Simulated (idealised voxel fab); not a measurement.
Process module, titled voxel air gaps
Section shown: cut. Width: 285 nm. Cell size: 5 nm, square.
How to read a cross-section here: the picture is a grid of square cells, written as bands going from the top down, and any band can span one or more rows of cells. Look at the band entry: it leads with the top's height and the bottom's height in nm. Then it lists the materials left to right, with a width in nm for each. The word "edge to edge" on a single material says that material fills the band edge to edge. The word "air" is empty space. Heights from 0 (as-received wafer is one material below). Bottom band endless downward, as "0 down". Top row gets the first number, bottom row gets the second, and each row in between changes by the same step: that is how a band width like "30->40" works. A step reported as "changes: none" is a step in which no cell of the cross-section changed. What "Trapped void list" gives you is every empty space of 8 cells or more that is cut off from the top. Each appears as width x height at distance, with the distance taken from the left edge and width, height and distance all in nm. Formally, on a step line, whatever follows the settings is a remark that the simulator itself makes on the step. The "overlay nm" setting may appear on a step's line; for a step that uses a mask, it gives how far to the right of its planned position the mask lay, and a negative value indicates the left.
[The following list gives the planned process steps]
1 RECEIVE, material Si
2 CONFORMAL_DEP, material SiO2, thk nm 15
3 CONFORMAL_DEP, material SiN, thk nm 5
4 DIRECTIONAL_DEP, material lowk, thk nm 30
5 MASKED_ETCH, tone open, mask id LINES, width nm 20, pitch nm 50, etch materials lowk, depth nm 30, overlay nm 0
6 CONFORMAL_DEP, material TiN, thk nm 5
7 FILL_DEP, material Cu, thk nm 10
8 CMP, height nm 50
9 EPI, material Ru, thk nm 10
10 SELECTIVE_ETCH, etch materials lowk, depth nm 40
11 CONFORMAL_DEP, material SiN, thk nm 5
Keep in mind the plan's value for the thk nm of step 3 comes from the first wafer; the wafers don't share that setting, but they do share the same starting point.
[First of several wafers (as received, post step 1), cross-sectional view]
0 down = Si edge to edge
Trapped void list: none
[Per wafer (row), end of module: delta in cells per material since receipt, (+) for gained, (-) for lost; closed voids after that]
thk nm 5; +40 Cu; +64 Ru; +210 SiN; +171 SiO2; +56 TiN; Trapped void list: 20 x 20 at 80; 20 x 20 at 130; 20 x 20 at 180
thk nm 10; +32 Cu; +64 Ru; +259 SiN; +171 SiO2; +48 TiN; Trapped void list: 20 x 15 at 80; 20 x 15 at 130; 20 x 15 at 180
thk nm 15; +24 Cu; +64 Ru; +308 SiN; +171 SiO2; +40 TiN; Trapped void list: 20 x 10 at 80; 20 x 10 at 130; 20 x 10 at 180
thk nm 20; +16 Cu; +64 Ru; +357 SiN; +171 SiO2; +32 TiN; Trapped void list: none
